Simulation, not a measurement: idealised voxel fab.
This section sets out a process module, namely voxel transistor to metal.
The width of the displayed cross-section, cut, is 140 nm; its cells are square, with a size of 5 nm.
The cross-sections in this document take the form of a grid made of square cells. They are written out as bands, in order from top to bottom. Each band consists of one or more rows of cells. Heads up on the band format: heights come first, top then bottom, in nm. After that it's the materials left to right, each with its width in nm. A single material flagged "edge to edge" fills the whole band edge to edge, and "empty" means there's empty space there. Convention: height 0 is the level below which the wafer, as received, is all one material. The lowest band does not terminate at the bottom but continues downward, represented as "0..down". Read "30 to 40" as a graded width: first number on top, second number at the bottom, same change between each pair of neighbouring rows. It should be understood that the words "nothing altered", when stated for a given step, signify that the cross-section underwent no change in any of its cells during that step. Any empty space of 8 cells or more lacking an open way to the top shows up in "Sealed voids" as width x height at distance, distance from the left edge, in nm. Anything after a step's settings on that line? It's the simulator's own note about the step. A step line may carry the setting "overlay nm", which, for steps involving a mask, states the distance by which the mask lay to the right of its intended position; negative values denote displacement to the left.
[The steps planned for the process are as follows]
step 1: RECEIVE: material Si
step 2: OXIDIZE: depth nm 5
step 3: CONFORMAL_DEP: material SiN, thk nm 15
step 4: DIRECTIONAL_DEP: material aC, thk nm 15
step 5: PATTERN: tone cover, mask id ACTIVE, material resist, width nm 105, thk nm 30, overlay nm 0
step 6: DIRECTIONAL_ETCH: etch materials aC, depth nm 15
step 7: STRIP: etch materials resist
step 8: DIRECTIONAL_ETCH: etch materials SiN, depth nm 15
step 9: DIRECTIONAL_ETCH: etch materials SiO2, depth nm 5
step 10: DIRECTIONAL_ETCH: etch materials Si, depth nm 20
step 11: STRIP: etch materials aC
step 12: OXIDIZE: depth nm 5
step 13: FILL_DEP: material SiO2, thk nm 5
step 14: CMP: height nm 15
step 15: SELECTIVE_ETCH: etch materials SiO2, depth nm 10
step 16: STRIP: etch materials SiN
step 17: SELECTIVE_ETCH: etch materials SiO2, depth nm 5
step 18: OXIDIZE: depth nm 5
step 19: DIRECTIONAL_DEP: material polySi, thk nm 30
step 20: DIRECTIONAL_DEP: material SiCN, thk nm 15
step 21: PATTERN: tone cover, mask id GATE, material resist, width nm 25, thk nm 20, overlay nm 0
step 22: DIRECTIONAL_ETCH: etch materials SiCN, depth nm 25
step 23: DIRECTIONAL_ETCH: etch materials polySi, depth nm 40
step 24: STRIP: etch materials resist
step 25: CONFORMAL_DEP: material SiN, thk nm 5
step 26: DIRECTIONAL_ETCH: etch materials SiN, depth nm 5
step 27: DIRECTIONAL_ETCH: etch materials SiO2, depth nm 5
step 28: DIRECTIONAL_ETCH: etch materials Si, depth nm 15
step 29: EPI: material nSi, thk nm 15
step 30: FILL_DEP: material SiO2, thk nm 5
step 31: CMP: height nm 40
step 32: DIRECTIONAL_DEP: material SiO2, thk nm 10
step 33: MASKED_ETCH: tone open, mask id CONTACT, width nm 20, pitch nm 75, etch materials SiO2, depth nm 60, overlay nm 0
step 34: CONFORMAL_DEP: material TiN, thk nm 5
step 35: FILL_DEP: material Ru, thk nm 5
step 36: CMP: height nm 50
step 37: DIRECTIONAL_DEP: material TiN, thk nm 5
step 38: DIRECTIONAL_DEP: material Ru, thk nm 20
step 39: DIRECTIONAL_DEP: material aC, thk nm 15
step 40: PATTERN: tone cover, mask id METAL_1, material resist, width nm 20, pitch nm 75, thk nm 35, overlay nm 0
step 41: DIRECTIONAL_ETCH: etch materials aC, depth nm 15
step 42: STRIP: etch materials resist
step 43: DIRECTIONAL_ETCH: etch materials Ru, depth nm 20
step 44: DIRECTIONAL_ETCH: etch materials TiN, depth nm 5
step 45: STRIP: etch materials aC
step 46: CONFORMAL_DEP: material SiCN, thk nm 5
step 47: FILL_DEP: material lowk, thk nm 10
step 48: CMP: height nm 75
step 49: CONFORMAL_DEP: material SiN, thk nm 5
[Cross-section of the incoming wafer, state after step 1]
- 0..down = Si edge to edge
- Sealed voids: none
[This is how the wafer looks in cross-section once the module is done, given the starting state and plan above and one mistake in carrying the plan out]
- 80..75 = SiN edge to edge
- 75..55 = lowk: 15; SiCN: 5; Ru: 20; SiCN: 5; lowk: 45; SiCN: 5; Ru: 20; SiCN: 5; lowk: 20
- 55..50 = SiCN: 20; TiN: 20; SiCN: 55; TiN: 20; SiCN: 25
- 50..45 = SiO2: 20; TiN: 5; Ru: 10; TiN: 5; SiO2: 55; TiN: 5; Ru: 10; TiN: 5; SiO2: 25
- 45..40 = SiO2: 20; TiN: 20; SiO2: 55; TiN: 20; SiO2: 25
- 40..30 = SiCN: 55; SiN: 5; SiO2: 15; SiN: 5; SiCN: 60
- 30..25 = polySi: 10; SiCN: 45; SiN: 5; SiO2: 15; SiN: 5; SiCN: 45; polySi: 15
- 25..5 = polySi: 55; SiN: 5; SiO2: 15; SiN: 5; polySi: 60
- 5..0 = polySi: 55; SiN: 5; nSi: 15; SiN: 5; polySi: 60
- 0..-5 = SiO2: 10; polySi: 45; SiN: 5; nSi: 15; SiN: 5; polySi: 45; SiO2: 15
- -5..-10 = SiO2: 60; nSi: 15; SiO2: 65
- -10..-25 = SiO2: 20; Si: 40; nSi: 15; Si: 40; SiO2: 25
- -25..-30 = SiO2: 20; Si: 95; SiO2: 25
- -30..down = Si edge to edge
- Sealed voids: none
Against the plan, the run slipped here: step 21 ran differently from the plan; actual operation with settings: PATTERN: tone open, mask id GATE, material resist, width nm 25, thk nm 20, overlay nm 0
